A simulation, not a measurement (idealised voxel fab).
Herein follows the process module entitled voxel gate over fins.
The cross-section shown here is cut; it is 150 nm wide and divided into square cells measuring 5 nm on a side.
Notation: cross-section as square-cell grid; stated in bands, top first, going down; one or more cell rows per band.
It is stipulated that each band's entry specify, in nanometres, the height of the top of the band and then that of its bottom, followed by the materials of the band in left-to-right sequence, each together with its width in nanometres. A single material marked by the word "throughout" is understood to fill the band from edge to edge; the word "empty" is understood to denote empty space.
Height datum 0, below which the as-received substrate wafer is one material. Lowest band open at the bottom, running downward: "top 0, no bottom".
Per-row width for "30->40": begins at first number (top row of band), ends at second number (bottom row), increment between rows held constant.
Key: "left unchanged" - step with no changed cell in the cross-section.
Heads up: "Unvented cavities" only lists the empty pockets with no open path to the top that are 8 cells or more, and it writes them as width x height at distance, distance from the left edge, in nm.
Where a step's line continues beyond its settings, the continuation is a remark by the simulator itself on that step.
overlay nm: where the mask lay relative to plan, measured to the right, on steps with a mask; negatives go left.

-- Here's what the planned process steps look like
1,RECEIVE,material Si
2,CONFORMAL_DEP,material SiN,thk nm 5
3,MASKED_ETCH,tone cover,mask id FINS,width nm 15,pitch nm 45,etch materials SiN,depth nm 5,overlay nm 0
4,MASKED_ETCH,tone cover,mask id FINS,width nm 15,pitch nm 45,etch materials Si,depth nm 30,overlay nm 0
5,OXIDIZE,depth nm 5
6,FILL_DEP,material SiO2,thk nm 10
7,CMP,height nm 5
8,SELECTIVE_ETCH,etch materials SiO2,depth nm 15
9,STRIP,etch materials SiN
10,CONFORMAL_DEP,material HfO2,thk nm 5
11,CONFORMAL_DEP,material TiN,thk nm 5
12,FILL_DEP,material W,thk nm 15
13,CMP,height nm 20
14,CONFORMAL_DEP,material SiCN,thk nm 10

-- Incoming wafer, cross-sectional view, post step 1
> top 0, no bottom | Si throughout
> Unvented cavities: none

-- As-planned run: cross-section of the first of two wafers at end of module
> top 30, bottom 20 | SiCN throughout
> top 20, bottom 10 | W throughout
> top 10, bottom 5 | W 40 nm  TiN 25 nm  W 20 nm  TiN 25 nm  W 40 nm
> top 5, bottom 0 | W 40 nm  TiN 5 nm  HfO2 15 nm  TiN 5 nm  W 20 nm  TiN 5 nm  HfO2 15 nm  TiN 5 nm  W 40 nm
> top 0, bottom -5 | TiN 45 nm  HfO2 5 nm  Si 5 nm  HfO2 5 nm  TiN 30 nm  HfO2 5 nm  Si 5 nm  HfO2 5 nm  TiN 45 nm
> top -5, bottom -10 | HfO2 50 nm  Si 5 nm  HfO2 40 nm  Si 5 nm  HfO2 50 nm
> top -10, bottom -35 | SiO2 50 nm  Si 5 nm  SiO2 40 nm  Si 5 nm  SiO2 50 nm
> top -35, no bottom | Si throughout
> Unvented cavities: none

-- Second wafer cross-section at end of module - shared start and plan with the first, one mistake in the run
> top 30, bottom 20 | SiCN throughout
> top 20, bottom 10 | W throughout
> top 10, bottom 5 | W 35 nm  TiN 35 nm  W 10 nm  TiN 35 nm  W 35 nm
> top 5, bottom 0 | W 35 nm  TiN 5 nm  HfO2 25 nm  TiN 5 nm  W 10 nm  TiN 5 nm  HfO2 25 nm  TiN 5 nm  W 35 nm
> top 0, bottom -5 | TiN 40 nm  HfO2 5 nm  Si 15 nm  HfO2 5 nm  TiN 20 nm  HfO2 5 nm  Si 15 nm  HfO2 5 nm  TiN 40 nm
> top -5, bottom -10 | HfO2 45 nm  Si 15 nm  HfO2 30 nm  Si 15 nm  HfO2 45 nm
> top -10, bottom -35 | SiO2 45 nm  Si 15 nm  SiO2 30 nm  Si 15 nm  SiO2 45 nm
> top -35, no bottom | Si throughout
> Unvented cavities: none
Error vs. plan: step 3 off recipe, ran as MASKED_ETCH,tone cover,mask id FINS,width nm 25,pitch nm 45,etch materials SiN,depth nm 5,overlay nm 0
At the finish, the second wafer shows more or fewer cells for some materials than the first does: Si +28 | SiO2 -20 | W -8
